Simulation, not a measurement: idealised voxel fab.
process module | voxel wiring stack
cross-section cut | 140 nm wide | cells 5 nm
A cross-section is a grid of square cells, given in bands from the top down. A band is one or more rows of cells.
Each band's line starts with the height of the band's top and of its bottom, in nm. Then come its materials from left to right, each with its width in nm. One material with "throughout" fills the band from edge to edge. "air" is empty space.
Height 0 is the level under which the wafer as received is all one material. The lowest band goes on downwards, as in "0 down".
A width such as "30 to 40" changes by the same amount from each row of cells to the next, from the band's top row to its bottom row.
"no change" after a step means that no cell of the cross-section changed.
closed voids: empty space of 8 cells or more with no open way to the top, each as width x height at its distance from the left edge, in nm
after a step's settings: what the simulator itself notes on the step
overlay nm, on a step with a mask: how far to the right of its planned place the mask lay; to the left if negative
plan
1 op RECEIVE | material Si
2 op CONFORMAL_DEP | material SiO2 | thk nm 10
3 op DIRECTIONAL_DEP | material TiN | thk nm 5
4 op DIRECTIONAL_DEP | material W | thk nm 25
5 op MASKED_ETCH | tone cover | mask id METAL_1 | width nm 25 | pitch nm 45 | etch materials W | depth nm 25 | overlay nm 0
6 op MASKED_ETCH | tone cover | mask id METAL_1 | width nm 25 | pitch nm 45 | etch materials TiN | depth nm 5 | overlay nm 0
7 op FILL_DEP | material SiO2 | thk nm 5
8 op CMP | height nm 40
9 op CONFORMAL_DEP | material SiCN | thk nm 5
10 op DIRECTIONAL_DEP | material SiO2 | thk nm 30
11 op PATTERN | tone open | mask id METAL_2_HOLES | material resist | width nm 15 | pitch nm 45 | thk nm 20 | overlay nm 0
12 op DIRECTIONAL_ETCH | etch materials SiO2 | depth nm 30
13 op STRIP | etch materials resist
14 op MASKED_ETCH | tone open | mask id METAL_2 | width nm 25 | pitch nm 45 | etch materials SiO2 | depth nm 20 | overlay nm 0
15 op MASKED_ETCH | tone open | mask id METAL_2 | width nm 25 | pitch nm 45 | etch materials SiCN | depth nm 5 | overlay nm 0
16 op CONFORMAL_DEP | material TiN | thk nm 5
17 op FILL_DEP | material Cu | thk nm 10
18 op CMP | height nm 75
19 op CONFORMAL_DEP | material SiCN | thk nm 5
20 op DIRECTIONAL_DEP | material lowk | thk nm 10
21 op MASKED_ETCH | tone open | mask id PLUG_2 | width nm 15 | pitch nm 45 | etch materials lowk | depth nm 10 | overlay nm 0
22 op MASKED_ETCH | tone open | mask id PLUG_2 | width nm 15 | pitch nm 45 | etch materials SiCN | depth nm 5 | overlay nm 0
23 op EPI | material Ru | thk nm 10
24 op EPI | material Ru | thk nm 5
25 op DIRECTIONAL_DEP | material TiN | thk nm 5
26 op DIRECTIONAL_DEP | material W | thk nm 15
27 op DIRECTIONAL_DEP | material aC | thk nm 15
28 op PATTERN | tone cover | mask id METAL_3 | material resist | width nm 25 | pitch nm 45 | thk nm 30 | overlay nm 0
29 op DIRECTIONAL_ETCH | etch materials aC | depth nm 15
30 op STRIP | etch materials resist
31 op DIRECTIONAL_ETCH | etch materials W | depth nm 15
32 op DIRECTIONAL_ETCH | etch materials TiN | depth nm 5
33 op STRIP | etch materials aC
34 op CONFORMAL_DEP | material SiN | thk nm 5
35 op FILL_DEP | material SiO2 | thk nm 5
36 op CMP | height nm 110
37 op CONFORMAL_DEP | material SiCN | thk nm 5
as received, after step 1
  0 down: Si throughout
  closed voids: none
first wafer at the end, as planned
  115 to 110: SiCN throughout
  110 to 95: SiO2 30 | SiN 5 | W 25 | SiN 5 | SiO2 10 | SiN 5 | W 25 | SiN 5 | SiO2 30
  95 to 90: SiN 35 | TiN 25 | SiN 20 | TiN 25 | SiN 35
  90 to 80: lowk 35 | Ru 15 | lowk 30 | Ru 15 | lowk 45
  80 to 75: SiCN 35 | Ru 15 | SiCN 30 | Ru 15 | SiCN 45
  75 to 60: SiO2 35 | TiN 5 | Cu 15 | TiN 5 | SiO2 20 | TiN 5 | Cu 15 | TiN 5 | SiO2 35
  60 to 55: SiO2 35 | TiN 5 | Cu 5 | TiN 15 | SiO2 20 | TiN 5 | Cu 5 | TiN 15 | SiO2 35
  55 to 45: SiO2 35 | TiN 5 | Cu 5 | TiN 5 | SiO2 30 | TiN 5 | Cu 5 | TiN 5 | SiO2 45
  45 to 40: SiCN 35 | TiN 15 | SiCN 30 | TiN 15 | SiCN 45
  40 to 15: SiO2 35 | W 25 | SiO2 20 | W 25 | SiO2 35
  15 to 10: SiO2 35 | TiN 25 | SiO2 20 | TiN 25 | SiO2 35
  10 to 0: SiO2 throughout
  0 down: Si throughout
  closed voids: none
second wafer at the end: like start, like plan, one mistake
  115 to 110: SiCN throughout
  110 to 95: W 35 | SiN 5 | SiO2 15 | SiN 5 | W 20 | SiN 5 | SiO2 15 | SiN 5 | W 35
  95 to 90: TiN 35 | SiN 25 | TiN 20 | SiN 25 | TiN 35
  90 to 80: lowk 35 | Ru 15 | lowk 30 | Ru 15 | lowk 45
  80 to 75: SiCN 35 | Ru 15 | SiCN 30 | Ru 15 | SiCN 45
  75 to 60: SiO2 35 | TiN 5 | Cu 15 | TiN 5 | SiO2 20 | TiN 5 | Cu 15 | TiN 5 | SiO2 35
  60 to 55: SiO2 35 | TiN 5 | Cu 5 | TiN 15 | SiO2 20 | TiN 5 | Cu 5 | TiN 15 | SiO2 35
  55 to 45: SiO2 35 | TiN 5 | Cu 5 | TiN 5 | SiO2 30 | TiN 5 | Cu 5 | TiN 5 | SiO2 45
  45 to 40: SiCN 35 | TiN 15 | SiCN 30 | TiN 15 | SiCN 45
  40 to 15: SiO2 35 | W 25 | SiO2 20 | W 25 | SiO2 35
  15 to 10: SiO2 35 | TiN 25 | SiO2 20 | TiN 25 | SiO2 35
  10 to 0: SiO2 throughout
  0 down: Si throughout
  closed voids: none
what went wrong: step 28 ran as: op PATTERN | tone open | mask id METAL_3 | material resist | width nm 25 | pitch nm 45 | thk nm 30 | overlay nm 0
at the end the second wafer has, in cells: 8 fewer of SiN | 24 fewer of SiO2 | 8 more of TiN | 24 more of W
